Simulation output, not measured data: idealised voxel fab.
Title: Process Module voxel capacitor over wiring
FYI the section here is cut, 270 nm wide, cells are 5 nm squares.
Cross-section, as written here: a square-cell grid given band by band from the top down, where a band holds one or more rows of cells. For a band, the entry starts with two heights in nm, that of the top and then that of the bottom, and carries on with the band's materials in order from left to right, each alongside its width in nm; the word "everywhere" beside a single material means it fills the band edge to edge, and "air" means empty space. Basically, 0 is our baseline, since under it the wafer straight out of the box is all one material. The bottom band has no lower end and keeps on going down, so it looks like "from 0 down". With a width like "30->40", each row of cells in the band differs from the next by the same amount, the top row carrying the first number and the bottom row the second. "nothing changed" means the step left every cell of the cross-section as it was. Empty spaces without an open route to the top, at least 8 cells in extent, make up the entry "Completely enclosed voids"; each is given as width x height at distance, where the distance is measured from the left edge, and all are in nm. What comes after the settings on a step's line is commentary from the simulator itself on that step. overlay nm: right-of-plan distance of the mask on a masked step; negative values mean left-of-plan.

THE STEPS PLANNED FOR THE PROCESS ARE AS FOLLOWS
| 1 | RECEIVE with material Si |
| 2 | CONFORMAL_DEP with material SiO2, thk nm 15 |
| 3 | DIRECTIONAL_DEP with material TiN, thk nm 5 |
| 4 | DIRECTIONAL_DEP with material Ru, thk nm 25 |
| 5 | PATTERN with tone cover, mask id METAL_1, material resist, width nm 20, pitch nm 75, thk nm 15, overlay nm 0 |
| 6 | DIRECTIONAL_ETCH with etch materials Ru, depth nm 25 |
| 7 | DIRECTIONAL_ETCH with etch materials TiN, depth nm 5 |
| 8 | STRIP with etch materials resist |
| 9 | CONFORMAL_DEP with material SiN, thk nm 5 |
| 10 | FILL_DEP with material lowk, thk nm 10 |
| 11 | CMP with height nm 45 |
| 12 | CONFORMAL_DEP with material SiCN, thk nm 5 |
| 13 | DIRECTIONAL_DEP with material lowk, thk nm 10 |
| 14 | DIRECTIONAL_DEP with material aC, thk nm 10 |
| 15 | PATTERN with tone open, mask id PLUG_1, material resist, width nm 15, thk nm 25, overlay nm 0 |
| 16 | DIRECTIONAL_ETCH with etch materials aC, depth nm 10 |
| 17 | STRIP with etch materials resist |
| 18 | DIRECTIONAL_ETCH with etch materials lowk, depth nm 10 |
| 19 | DIRECTIONAL_ETCH with etch materials SiCN, depth nm 5 |
| 20 | STRIP with etch materials aC |
| 21 | CONFORMAL_DEP with material TiN, thk nm 5 |
| 22 | FILL_DEP with material Ru, thk nm 10 |
| 23 | CMP with height nm 60 |
| 24 | DIRECTIONAL_DEP with material TiN, thk nm 10 |
| 25 | DIRECTIONAL_DEP with material SiN, thk nm 5 |
| 26 | DIRECTIONAL_DEP with material TiN, thk nm 10 |
| 27 | PATTERN with tone cover, mask id UPPER_PLATE, material resist, width nm 60, thk nm 20, overlay nm 0 |
| 28 | DIRECTIONAL_ETCH with etch materials TiN, depth nm 10 |
| 29 | DIRECTIONAL_ETCH with etch materials SiN, depth nm 5 |
| 30 | STRIP with etch materials resist |
| 31 | MASKED_ETCH with tone cover, mask id LOWER_PLATE, width nm 70, etch materials TiN, depth nm 10, overlay nm 0 |
| 32 | FILL_DEP with material SiO2, thk nm 20 |
| 33 | CMP with height nm 100 |
| 34 | DIRECTIONAL_DEP with material aC, thk nm 10 |
| 35 | PATTERN with tone open, mask id PLUG_2, material resist, width nm 15, thk nm 25, overlay nm 0 |
| 36 | DIRECTIONAL_ETCH with etch materials aC, depth nm 10 |
| 37 | STRIP with etch materials resist |
| 38 | DIRECTIONAL_ETCH with etch materials SiO2, depth nm 15 |
| 39 | STRIP with etch materials aC |
| 40 | CONFORMAL_DEP with material TiN, thk nm 5 |
| 41 | FILL_DEP with material Ru, thk nm 10 |
| 42 | CMP with height nm 100 |
| 43 | CONFORMAL_DEP with material SiN, thk nm 5 |

THE FOLLOWING PERTAINS TO THE FIRST OF TWO WAFERS, WHICH WAS PROCESSED AS PLANNED

DELIVERED WAFER IN CROSS-SECTION: STATE AFTER STEP 1
	from 0 down: Si everywhere
	Completely enclosed voids: none

WAFER AFTER STEP 2 (CROSS-SECTION)
	from 15 to 0: SiO2 everywhere
	Beneath the level 0, the cross-section is identical to its previous state.

WAFER AFTER STEP 3 (CROSS-SECTION)
	from 20 to 15: TiN everywhere
	Beneath the level 15, the cross-section is identical to its previous state.

WAFER AFTER STEP 4 (CROSS-SECTION)
	from 45 to 20: Ru everywhere
	Beneath the level 20, the cross-section is identical to its previous state.

WAFER AFTER STEP 5 (CROSS-SECTION)
	from 60 to 45: 85 of air / 20 of resist / 55 of air / 20 of resist / 90 of air
	Beneath the level 45, the cross-section is identical to its previous state.

WAFER AFTER STEP 6 (CROSS-SECTION)
	from 60 to 45: 85 of air / 20 of resist / 55 of air / 20 of resist / 90 of air
	from 45 to 20: 85 of air / 20 of Ru / 55 of air / 20 of Ru / 90 of air
	Beneath the level 20, the cross-section is identical to its previous state.

WAFER AFTER STEP 7 (CROSS-SECTION)
	from 60 to 45: 85 of air / 20 of resist / 55 of air / 20 of resist / 90 of air
	from 45 to 20: 85 of air / 20 of Ru / 55 of air / 20 of Ru / 90 of air
	from 20 to 15: 85 of air / 20 of TiN / 55 of air / 20 of TiN / 90 of air
	Beneath the level 15, the cross-section is identical to its previous state.

WAFER AFTER STEP 8 (CROSS-SECTION)
	from 45 to 20: 85 of air / 20 of Ru / 55 of air / 20 of Ru / 90 of air
	Beneath the level 20, the cross-section is identical to its previous state.

WAFER AFTER STEP 9 (CROSS-SECTION)
	from 50 to 45: 80 of air / 30 of SiN / 45 of air / 30 of SiN / 85 of air
	from 45 to 20: 80 of air / 5 of SiN / 20 of Ru / 5 of SiN / 45 of air / 5 of SiN / 20 of Ru / 5 of SiN / 85 of air
	from 20 to 15: 85 of SiN / 20 of TiN / 55 of SiN / 20 of TiN / 90 of SiN
	Beneath the level 15, the cross-section is identical to its previous state.

WAFER AFTER STEP 10 (CROSS-SECTION)
	from 60 to 50: lowk everywhere
	from 50 to 45: 80 of lowk / 30 of SiN / 45 of lowk / 30 of SiN / 85 of lowk
	from 45 to 20: 80 of lowk / 5 of SiN / 20 of Ru / 5 of SiN / 45 of lowk / 5 of SiN / 20 of Ru / 5 of SiN / 85 of lowk
	Beneath the level 20, the cross-section is identical to its previous state.

WAFER AFTER STEP 11 (CROSS-SECTION)
	from 45 to 20: 80 of lowk / 5 of SiN / 20 of Ru / 5 of SiN / 45 of lowk / 5 of SiN / 20 of Ru / 5 of SiN / 85 of lowk
	Beneath the level 20, the cross-section is identical to its previous state.

WAFER AFTER STEP 12 (CROSS-SECTION)
	from 50 to 45: SiCN everywhere
	Beneath the level 45, the cross-section is identical to its previous state.

WAFER AFTER STEP 13 (CROSS-SECTION)
	from 60 to 50: lowk everywhere
	Beneath the level 50, the cross-section is identical to its previous state.

WAFER AFTER STEP 14 (CROSS-SECTION)
	from 70 to 60: aC everywhere
	Beneath the level 60, the cross-section is identical to its previous state.

WAFER AFTER STEP 15 (CROSS-SECTION)
	from 95 to 70: 90 of resist / 15 of air / 165 of resist
	Beneath the level 70, the cross-section is identical to its previous state.

WAFER AFTER STEP 16 (CROSS-SECTION)
	from 85 to 70: 90 of resist / 15 of air / 165 of resist
	from 70 to 60: 90 of aC / 15 of air / 165 of aC
	Beneath the level 60, the cross-section is identical to its previous state.

WAFER AFTER STEP 17 (CROSS-SECTION)
	from 70 to 60: 90 of aC / 15 of air / 165 of aC
	Beneath the level 60, the cross-section is identical to its previous state.

WAFER AFTER STEP 18 (CROSS-SECTION)
	from 70 to 60: 90 of aC / 15 of air / 165 of aC
	from 60 to 50: 90 of lowk / 15 of air / 165 of lowk
	Beneath the level 50, the cross-section is identical to its previous state.

WAFER AFTER STEP 19 (CROSS-SECTION)
	from 70 to 60: 90 of aC / 15 of air / 165 of aC
	from 60 to 50: 90 of lowk / 15 of air / 165 of lowk
	from 50 to 45: 90 of SiCN / 15 of air / 165 of SiCN
	Beneath the level 45, the cross-section is identical to its previous state.

WAFER AFTER STEP 20 (CROSS-SECTION)
	from 60 to 50: 90 of lowk / 15 of air / 165 of lowk
	Beneath the level 50, the cross-section is identical to its previous state.

WAFER AFTER STEP 21 (CROSS-SECTION)
	from 65 to 60: 95 of TiN / 5 of air / 170 of TiN
	from 60 to 50: 90 of lowk / 5 of TiN / 5 of air / 5 of TiN / 165 of lowk
	from 50 to 45: 90 of SiCN / 15 of TiN / 165 of SiCN
	Beneath the level 45, the cross-section is identical to its previous state.

WAFER AFTER STEP 22 (CROSS-SECTION)
	from 75 to 65: Ru everywhere
	from 65 to 60: 95 of TiN / 5 of Ru / 170 of TiN
	from 60 to 50: 90 of lowk / 5 of TiN / 5 of Ru / 5 of TiN / 165 of lowk
	Beneath the level 50, the cross-section is identical to its previous state.

WAFER AFTER STEP 23 (CROSS-SECTION)
	from 60 to 50: 90 of lowk / 5 of TiN / 5 of Ru / 5 of TiN / 165 of lowk
	Beneath the level 50, the cross-section is identical to its previous state.

WAFER AFTER STEP 24 (CROSS-SECTION)
	from 70 to 60: TiN everywhere
	Beneath the level 60, the cross-section is identical to its previous state.

WAFER AFTER STEP 25 (CROSS-SECTION)
	from 75 to 70: SiN everywhere
	Beneath the level 70, the cross-section is identical to its previous state.

WAFER AFTER STEP 26 (CROSS-SECTION)
	from 85 to 75: TiN everywhere
	Beneath the level 75, the cross-section is identical to its previous state.

WAFER AFTER STEP 27 (CROSS-SECTION)
	from 105 to 85: 90 of air / 60 of resist / 120 of air
	Beneath the level 85, the cross-section is identical to its previous state.

WAFER AFTER STEP 28 (CROSS-SECTION)
	from 105 to 85: 90 of air / 60 of resist / 120 of air
	from 85 to 75: 90 of air / 60 of TiN / 120 of air
	Beneath the level 75, the cross-section is identical to its previous state.

WAFER AFTER STEP 29 (CROSS-SECTION)
	from 105 to 85: 90 of air / 60 of resist / 120 of air
	from 85 to 75: 90 of air / 60 of TiN / 120 of air
	from 75 to 70: 90 of air / 60 of SiN / 120 of air
	Beneath the level 70, the cross-section is identical to its previous state.

WAFER AFTER STEP 30 (CROSS-SECTION)
	from 85 to 75: 90 of air / 60 of TiN / 120 of air
	Beneath the level 75, the cross-section is identical to its previous state.

WAFER AFTER STEP 31 (CROSS-SECTION)
	from 85 to 75: 90 of air / 60 of TiN / 120 of air
	from 75 to 70: 90 of air / 60 of SiN / 120 of air
	from 70 to 60: 85 of air / 70 of TiN / 115 of air
	Beneath the level 60, the cross-section is identical to its previous state.

WAFER AFTER STEP 32 (CROSS-SECTION)
	from 105 to 85: SiO2 everywhere
	from 85 to 75: 90 of SiO2 / 60 of TiN / 120 of SiO2
	from 75 to 70: 90 of SiO2 / 60 of SiN / 120 of SiO2
	from 70 to 60: 85 of SiO2 / 70 of TiN / 115 of SiO2
	Beneath the level 60, the cross-section is identical to its previous state.

WAFER AFTER STEP 33 (CROSS-SECTION)
	from 100 to 85: SiO2 everywhere
	Beneath the level 85, the cross-section is identical to its previous state.

WAFER AFTER STEP 34 (CROSS-SECTION)
	from 110 to 100: aC everywhere
	Beneath the level 100, the cross-section is identical to its previous state.

WAFER AFTER STEP 35 (CROSS-SECTION)
	from 135 to 110: 100 of resist / 15 of air / 155 of resist
	Beneath the level 110, the cross-section is identical to its previous state.

WAFER AFTER STEP 36 (CROSS-SECTION)
	from 125 to 110: 100 of resist / 15 of air / 155 of resist
	from 110 to 100: 100 of aC / 15 of air / 155 of aC
	Beneath the level 100, the cross-section is identical to its previous state.

WAFER AFTER STEP 37 (CROSS-SECTION)
	from 110 to 100: 100 of aC / 15 of air / 155 of aC
	Beneath the level 100, the cross-section is identical to its previous state.

WAFER AFTER STEP 38 (CROSS-SECTION)
	from 110 to 100: 100 of aC / 15 of air / 155 of aC
	from 100 to 85: 100 of SiO2 / 15 of air / 155 of SiO2
	Beneath the level 85, the cross-section is identical to its previous state.

WAFER AFTER STEP 39 (CROSS-SECTION)
	from 100 to 85: 100 of SiO2 / 15 of air / 155 of SiO2
	Beneath the level 85, the cross-section is identical to its previous state.

WAFER AFTER STEP 40 (CROSS-SECTION)
	from 105 to 100: 105 of TiN / 5 of air / 160 of TiN
	from 100 to 90: 100 of SiO2 / 5 of TiN / 5 of air / 5 of TiN / 155 of SiO2
	from 90 to 85: 100 of SiO2 / 15 of TiN / 155 of SiO2
	Beneath the level 85, the cross-section is identical to its previous state.

WAFER AFTER STEP 41 (CROSS-SECTION)
	from 115 to 105: Ru everywhere
	from 105 to 100: 105 of TiN / 5 of Ru / 160 of TiN
	from 100 to 90: 100 of SiO2 / 5 of TiN / 5 of Ru / 5 of TiN / 155 of SiO2
	Beneath the level 90, the cross-section is identical to its previous state.

WAFER AFTER STEP 42 (CROSS-SECTION)
	from 100 to 90: 100 of SiO2 / 5 of TiN / 5 of Ru / 5 of TiN / 155 of SiO2
	Beneath the level 90, the cross-section is identical to its previous state.

WAFER AFTER STEP 43 (CROSS-SECTION)
	from 105 to 100: SiN everywhere
	Beneath the level 100, the cross-section is identical to its previous state.

NOTES, SECOND WAFER: START = FIRST WAFER'S, PLAN = FIRST WAFER'S, EXECUTION HAD ONE MISTAKE; HISTORY IDENTICAL TO FIRST THROUGH STEP 39

SECOND WAFER SHOWN IN CROSS-SECTION AT THE TIME STEP 40 WAS SLATED TO END
	from 105 to 100: 105 of SiN / 5 of air / 160 of SiN
	from 100 to 90: 100 of SiO2 / 5 of SiN / 5 of air / 5 of SiN / 155 of SiO2
	from 90 to 85: 100 of SiO2 / 15 of SiN / 155 of SiO2
	Beneath the level 85, the cross-section is identical to its previous state.

SECOND WAFER SHOWN IN CROSS-SECTION AT THE TIME STEP 41 WAS SLATED TO END
	from 115 to 105: Ru everywhere
	from 105 to 100: 105 of SiN / 5 of Ru / 160 of SiN
	from 100 to 90: 100 of SiO2 / 5 of SiN / 5 of Ru / 5 of SiN / 155 of SiO2
	Beneath the level 90, the cross-section is identical to its previous state.

SECOND WAFER SHOWN IN CROSS-SECTION AT THE TIME STEP 42 WAS SLATED TO END
	from 100 to 90: 100 of SiO2 / 5 of SiN / 5 of Ru / 5 of SiN / 155 of SiO2
	Beneath the level 90, the cross-section is identical to its previous state.

SECOND WAFER SHOWN IN CROSS-SECTION AT THE TIME STEP 43 WAS SLATED TO END
	from 105 to 100: SiN everywhere
	Beneath the level 100, the cross-section is identical to its previous state.
Deviation from plan: step 40 went in with a setting other than planned; the actual run was CONFORMAL_DEP with material SiN, thk nm 5
Looking at both finished wafers in cells, the second ends up ahead of or behind the first on some materials: SiN: 7 more; TiN: 7 fewer
